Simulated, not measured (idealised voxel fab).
Process module in this document: voxel ribs on slabs
For reference, the cross-section in this document is cut, with width 270 nm and square cells of 5 nm.
Just so we're on the same page, the cross-sections are grids of square cells, and they're listed out in bands top to bottom, each band one or more rows deep. Per band: top height and bottom height in nm, followed by the left-to-right materials and their widths in nm; "everywhere" marks a single material spanning edge to edge, "empty" marks empty space. Height is counted from the level 0, under which the received wafer is composed throughout of one material. The lowest of the bands is not closed at the bottom but continues downward, in the notation "0 down". Top row gets the first number, bottom row gets the second, and each row in between changes by the same step: that is how a band width like "30->40" works. You'll sometimes find "nothing different" written for a step, and that's the way of saying that nowhere in the cross-section did a cell change during that step. Empty spaces counting at least 8 cells and having no open way to the top are listed in "Trapped void list". The notation width x height at distance is used for each, the distance being from the left edge and all three values in nm. Past the settings on a step's line: simulator remark, on that step. When a step includes a mask, the "overlay nm" setting on its line states how far to the right of its planned place that mask lay, and negative values state how far to the left.

LIST OF PLANNED PROCESS STEPS
| 1 | RECEIVE (material Si) |
| 2 | DIRECTIONAL_DEP (material SiO2; thk nm 30) |
| 3 | DIRECTIONAL_DEP (material polySi; thk nm 15) |
| 4 | MASKED_ETCH (tone cover; mask id RIB; width nm 15; etch materials polySi; depth nm 10; overlay nm 0) |
| 5 | PATTERN (tone cover; mask id SLAB; material resist; width nm 65; thk nm 15; overlay nm 0) |
| 6 | DIRECTIONAL_ETCH (etch materials polySi; depth nm 5) |
| 7 | STRIP (etch materials resist) |
| 8 | FILL_DEP (material SiO2; thk nm 25) |
| 9 | CMP (height nm 65) |
| 10 | DIRECTIONAL_DEP (material W; thk nm 10) |
| 11 | MASKED_ETCH (tone cover; mask id HEATER; width nm 25; etch materials W; depth nm 10; overlay nm 0) |
| 12 | CONFORMAL_DEP (material SiO2; thk nm 10) |

CROSS-SECTION OF THE WAFER AS IT CAME TO US, I.E., ALREADY THROUGH STEP 1
> 0 down  Si everywhere
> Trapped void list: none

FIRST OF TWO WAFERS AT THE END OF THE MODULE, SHOWN IN CROSS-SECTION; RUN CARRIED OUT AS PLANNED
> 85 to 75  empty (110) | SiO2 (45) | empty (115)
> 75 to 65  SiO2 (120) | W (25) | SiO2 (125)
> 65 to 45  SiO2 everywhere
> 45 to 35  SiO2 (125) | polySi (15) | SiO2 (130)
> 35 to 30  SiO2 (100) | polySi (65) | SiO2 (105)
> 30 to 0  SiO2 everywhere
> 0 down  Si everywhere
> Trapped void list: none

END-OF-MODULE CROSS-SECTION OF THE SECOND WAFER: IDENTICAL STARTING POINT AND PROCESS PLAN TO THE FIRST, WITH ONE PROCESSING MISTAKE
> 85 to 75  empty (110) | SiO2 (45) | empty (115)
> 75 to 65  SiO2 (120) | W (25) | SiO2 (125)
> 65 to 15  SiO2 everywhere
> 15 to 0  polySi everywhere
> 0 down  Si everywhere
> Trapped void list: none
Heads up, the wafer didn't run the way we planned it: the processing plan was not followed for steps 2 and 3, which were run with their positions exchanged
Looking at both finished wafers in cells, the second ends up ahead of or behind the first on some materials: SiO2: 143 fewer; polySi: 143 more
